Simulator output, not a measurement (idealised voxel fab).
process module | voxel wiring stack
cross-section cut | 180 nm wide | cells 5 nm
A cross-section is a grid of square cells, given in bands from the top down. A band is one or more rows of cells.
Each band's line starts with the height of the band's top and of its bottom, in nm. Then come its materials from left to right, each with its width in nm. One material with "throughout" fills the band from edge to edge. "air" is empty space.
Height 0 is the level under which the wafer as received is all one material. The lowest band goes on downwards, as in "0 down".
A width such as "30 to 40" changes by the same amount from each row of cells to the next, from the band's top row to its bottom row.
"no change" after a step means that no cell of the cross-section changed.
closed voids: empty space of 8 cells or more with no open way to the top, each as width x height at its distance from the left edge, in nm
after a step's settings: what the simulator itself notes on the step
overlay nm, on a step with a mask: how far to the right of its planned place the mask lay; to the left if negative
plan
1 op RECEIVE | material Si
2 op CONFORMAL_DEP | material SiO2 | thk nm 10
3 op DIRECTIONAL_DEP | material TiN | thk nm 5
4 op DIRECTIONAL_DEP | material W | thk nm 25
5 op DIRECTIONAL_DEP | material aC | thk nm 10
6 op PATTERN | tone cover | mask id METAL_1 | material resist | width nm 25 | pitch nm 45 | thk nm 30 | overlay nm 0
7 op DIRECTIONAL_ETCH | etch materials aC | depth nm 10
8 op STRIP | etch materials resist
9 op DIRECTIONAL_ETCH | etch materials W | depth nm 25
10 op DIRECTIONAL_ETCH | etch materials TiN | depth nm 5
11 op STRIP | etch materials aC
12 op CONFORMAL_DEP | material SiN | thk nm 5
13 op FILL_DEP | material lowk | thk nm 10
14 op CMP | height nm 40
15 op CONFORMAL_DEP | material SiCN | thk nm 5
16 op DIRECTIONAL_DEP | material lowk | thk nm 30
17 op DIRECTIONAL_DEP | material aC | thk nm 15
18 op PATTERN | tone open | mask id METAL_2_HOLES | material resist | width nm 15 | pitch nm 45 | thk nm 35 | overlay nm 0
19 op DIRECTIONAL_ETCH | etch materials aC | depth nm 15
20 op STRIP | etch materials resist
21 op DIRECTIONAL_ETCH | etch materials lowk | depth nm 30
22 op STRIP | etch materials aC
23 op DIRECTIONAL_DEP | material aC | thk nm 15
24 op PATTERN | tone open | mask id METAL_2 | material resist | width nm 25 | pitch nm 45 | thk nm 30 | overlay nm 0
25 op DIRECTIONAL_ETCH | etch materials aC | depth nm 15
26 op STRIP | etch materials resist
27 op DIRECTIONAL_ETCH | etch materials lowk | depth nm 20
28 op DIRECTIONAL_ETCH | etch materials SiCN | depth nm 5
29 op STRIP | etch materials aC
30 op CONFORMAL_DEP | material TiN | thk nm 5
31 op FILL_DEP | material Cu | thk nm 5
32 op CMP | height nm 75
33 op CONFORMAL_DEP | material SiCN | thk nm 5
34 op DIRECTIONAL_DEP | material lowk | thk nm 25
35 op DIRECTIONAL_DEP | material aC | thk nm 10
36 op PATTERN | tone open | mask id METAL_3_HOLES | material resist | width nm 15 | thk nm 25 | overlay nm 0
37 op DIRECTIONAL_ETCH | etch materials aC | depth nm 10
38 op STRIP | etch materials resist
39 op DIRECTIONAL_ETCH | etch materials lowk | depth nm 25
40 op STRIP | etch materials aC
41 op PATTERN | tone open | mask id METAL_3 | material resist | width nm 25 | pitch nm 45 | thk nm 20 | overlay nm 0
42 op DIRECTIONAL_ETCH | etch materials lowk | depth nm 15
43 op DIRECTIONAL_ETCH | etch materials SiCN | depth nm 5
44 op STRIP | etch materials resist
45 op CONFORMAL_DEP | material TiN | thk nm 5
46 op FILL_DEP | material Cu | thk nm 10
47 op CMP | height nm 105
48 op CONFORMAL_DEP | material SiCN | thk nm 5
49 op DIRECTIONAL_DEP | material SiO2 | thk nm 25
50 op MASKED_ETCH | tone open | mask id METAL_4_HOLES | width nm 15 | etch materials SiO2 | depth nm 25 | overlay nm 0
51 op DIRECTIONAL_DEP | material aC | thk nm 15
52 op PATTERN | tone open | mask id METAL_4 | material resist | width nm 25 | pitch nm 45 | thk nm 35 | overlay nm 0
53 op DIRECTIONAL_ETCH | etch materials aC | depth nm 15
54 op STRIP | etch materials resist
55 op DIRECTIONAL_ETCH | etch materials SiO2 | depth nm 15
56 op DIRECTIONAL_ETCH | etch materials SiCN | depth nm 5
57 op STRIP | etch materials aC
58 op CONFORMAL_DEP | material TiN | thk nm 5
59 op FILL_DEP | material Cu | thk nm 5
60 op CMP | height nm 135
61 op CONFORMAL_DEP | material SiCN | thk nm 5
as received, after step 1
  0 down: Si throughout
  closed voids: none
first wafer at the end, as planned
  140 to 135: SiCN throughout
  135 to 125: SiO2 55 | TiN 5 | Cu 15 | TiN 5 | SiO2 20 | TiN 5 | Cu 15 | TiN 5 | SiO2 55
  125 to 120: SiO2 55 | TiN 5 | Cu 5 | TiN 15 | SiO2 20 | TiN 25 | SiO2 55
  120 to 110: SiO2 55 | TiN 5 | Cu 5 | TiN 5 | SiO2 110
  110 to 105: SiCN 55 | TiN 15 | SiCN 110
  105 to 95: lowk 55 | TiN 5 | Cu 15 | TiN 5 | lowk 20 | TiN 5 | Cu 15 | TiN 5 | lowk 55
  95 to 90: lowk 55 | TiN 5 | Cu 5 | TiN 15 | lowk 20 | TiN 25 | lowk 55
  90 to 80: lowk 55 | TiN 5 | Cu 5 | TiN 5 | lowk 110
  80 to 75: SiCN 55 | TiN 15 | SiCN 110
  75 to 60: lowk 55 | TiN 5 | Cu 15 | TiN 5 | lowk 20 | TiN 5 | Cu 15 | TiN 5 | lowk 55
  60 to 55: lowk 55 | TiN 5 | Cu 5 | TiN 15 | lowk 20 | TiN 5 | Cu 5 | TiN 15 | lowk 55
  55 to 45: lowk 55 | TiN 5 | Cu 5 | TiN 5 | lowk 30 | TiN 5 | Cu 5 | TiN 5 | lowk 65
  45 to 40: SiCN 55 | TiN 15 | SiCN 30 | TiN 15 | SiCN 65
  40 to 15: lowk 50 | SiN 5 | W 25 | SiN 5 | lowk 10 | SiN 5 | W 25 | SiN 5 | lowk 50
  15 to 10: SiN 55 | TiN 25 | SiN 20 | TiN 25 | SiN 55
  10 to 0: SiO2 throughout
  0 down: Si throughout
  closed voids: none
second wafer at the end: like start, like plan, one mistake
  140 to 135: SiCN throughout
  135 to 125: SiO2 55 | TiN 5 | Cu 15 | TiN 5 | SiO2 20 | TiN 5 | Cu 15 | TiN 5 | SiO2 55
  125 to 120: SiO2 55 | TiN 5 | Cu 5 | TiN 15 | SiO2 20 | TiN 25 | SiO2 55
  120 to 110: SiO2 55 | TiN 5 | Cu 5 | TiN 5 | SiO2 110
  110 to 105: SiCN 55 | TiN 15 | SiCN 110
  105 to 95: lowk 55 | TiN 5 | Cu 15 | TiN 5 | lowk 20 | TiN 5 | Cu 15 | TiN 5 | lowk 55
  95 to 90: lowk 55 | TiN 5 | Cu 5 | TiN 15 | lowk 20 | TiN 25 | lowk 55
  90 to 80: lowk 55 | TiN 5 | Cu 5 | TiN 5 | lowk 110
  80 to 75: SiCN 55 | TiN 15 | SiCN 110
  75 to 60: lowk 55 | TiN 5 | Cu 5 | TiN 5 | lowk 30 | TiN 5 | Cu 5 | TiN 5 | lowk 65
  60 to 55: lowk 55 | TiN 15 | lowk 30 | TiN 15 | lowk 65
  55 to 45: lowk throughout
  45 to 40: SiCN throughout
  40 to 15: lowk 50 | SiN 5 | W 25 | SiN 5 | lowk 10 | SiN 5 | W 25 | SiN 5 | lowk 50
  15 to 10: SiN 55 | TiN 25 | SiN 20 | TiN 25 | SiN 55
  10 to 0: SiO2 throughout
  0 down: Si throughout
  closed voids: none
what went wrong: step 16 was run twice
at the end the second wafer has, in cells: 18 fewer of Cu | 6 more of SiCN | 16 fewer of TiN | 28 more of lowk
